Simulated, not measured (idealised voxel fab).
This section sets out a process module, namely voxel spacer lines.
It is cross-section cut that appears here, measuring 275 nm in width, its square cells being 5 nm in size.
This document writes a cross-section as a grid whose cells are square, and gives it as bands, listed from the top down; one or more rows of cells form a band. Heads up on the band format: heights come first, top then bottom, in nm. After that it's the materials left to right, each with its width in nm. A single material flagged "everywhere" fills the whole band edge to edge, and "blank" means there's empty space there. We count height from 0. Below that, the starting wafer is all one material. The lowest band never ends at the bottom but goes on down; see "0 nm and below" for how that is written. A two-number width, for instance "30..40", indicates that the width is equal to the first number in the top row of the band and to the second number in the bottom row, and that it changes by a constant amount per row of cells. Given "nothing different" for a step, no cell of the cross-section differs between before and after that step. Look at "Sealed-off cavities" for the closed voids: empty spaces with no open path to the top, sized 8 cells or up. Each is width x height at distance, distance from the left edge, all nm. Heads up: the bit after the settings on a step's line is the simulator's remark on that step. "overlay nm" answers the question of how far to the right of plan the mask lay on a step that has a mask, and when it is negative the answer is to the left. Pairs follow: section before one process step, section after it down to the lowest changed band, step with settings underneath. Pairs may come from different runs of this module on the same starting wafer; continuity with the pair above only as stated in the "Geometry before processing" entry.
## Geometry before processing
	55 nm to 25 nm  blank=70; SiN=15; blank=45; SiN=15; blank=45; SiN=15; blank=70
	25 nm to 5 nm  TiN everywhere
	5 nm to 0 nm  SiO2 everywhere
	0 nm and below  Si everywhere
	Sealed-off cavities: none
## After the Step
	55 nm to 25 nm  blank=70; SiN=15; blank=45; SiN=15; blank=45; SiN=15; blank=70
	25 nm to 5 nm  blank=70; TiN=15; blank=45; TiN=15; blank=45; TiN=15; blank=70
	Below 5 it's all the same as before, nothing changed down there.
	Sealed-off cavities: none
Upper to lower cross-section via DIRECTIONAL_ETCH | etch materials TiN | depth nm 20
Geometry before processing: this step begins from the cross-section that the pair just above shows after its step.
## After the Step
	25 nm to 5 nm  blank=70; TiN=15; blank=45; TiN=15; blank=45; TiN=15; blank=70
	Below 5 it's all the same as before, nothing changed down there.
	Sealed-off cavities: none
Upper to lower cross-section via STRIP | etch materials SiN
